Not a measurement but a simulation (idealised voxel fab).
Proc. module: voxel fin reveal
Square cells of 5 nm make up the cross-section cut, whose width is 260 nm.
Think of the cross-section as a grid of square cells. We describe it in bands, top to bottom, and each band covers one or more rows of those cells.
Band entry format. Leading values: height of top, height of bottom, nm. Remainder: materials in left-to-right order, each with its width in nm. Special words: "full width" on a single material, which then fills the band edge to edge; "blank", empty space.
Height is counted from the level 0, under which the received wafer is composed throughout of one material. The lowest of the bands is not closed at the bottom but continues downward, in the notation "from 0 down".
Read "30 to 40" as a graded width: first number on top, second number at the bottom, same change between each pair of neighbouring rows.
Given "nothing different" for a step, no cell of the cross-section differs between before and after that step.
So "Voids, sealed" is basically the list of trapped voids: any empty space of 8 cells or more that can't reach the top through an opening. They're written width x height at distance, the distance being from the left edge, and it's all nm.
Step line, after settings: the simulator's comment on this step.
overlay nm: where the mask lay relative to plan, measured to the right, on steps with a mask; negatives go left.
## Planned step list for the process
1) RECEIVE | material Si
2) CONFORMAL_DEP | material SiN | thk nm 5
3) DIRECTIONAL_DEP | material aC | thk nm 10
4) PATTERN | tone cover | mask id FINS | material resist | width nm 15 | pitch nm 35 | thk nm 25 | overlay nm 0
5) DIRECTIONAL_ETCH | etch materials aC | depth nm 10
6) STRIP | etch materials resist
7) DIRECTIONAL_ETCH | etch materials SiN | depth nm 5
8) DIRECTIONAL_ETCH | etch materials Si | depth nm 35
9) STRIP | etch materials aC
10) FILL_DEP | material SiO2 | thk nm 5
11) CMP | height nm 5
12) SELECTIVE_ETCH | etch materials SiO2 | depth nm 25
13) STRIP | etch materials SiN
14) CONFORMAL_DEP | material HfO2 | thk nm 5
## Shown in cross-section is the wafer as received, that is, as it stands after step 1
	from 0 down = Si full width
	Voids, sealed: none
## Starting structure and process plan are as shown above, but one mistake was made in running the module; the wafer cross-section at the end of the module follows
	from 0 to -20 = blank 70 | Si 15 | blank 20 | Si 15 | blank 20 | Si 15 | blank 20 | Si 15 | blank 70
	from -20 to -35 = SiO2 70 | Si 15 | SiO2 20 | Si 15 | SiO2 20 | Si 15 | SiO2 20 | Si 15 | SiO2 70
	from -35 down = Si full width
	Voids, sealed: none
Finding, execution versus plan: plan step 14 was not performed, having been skipped
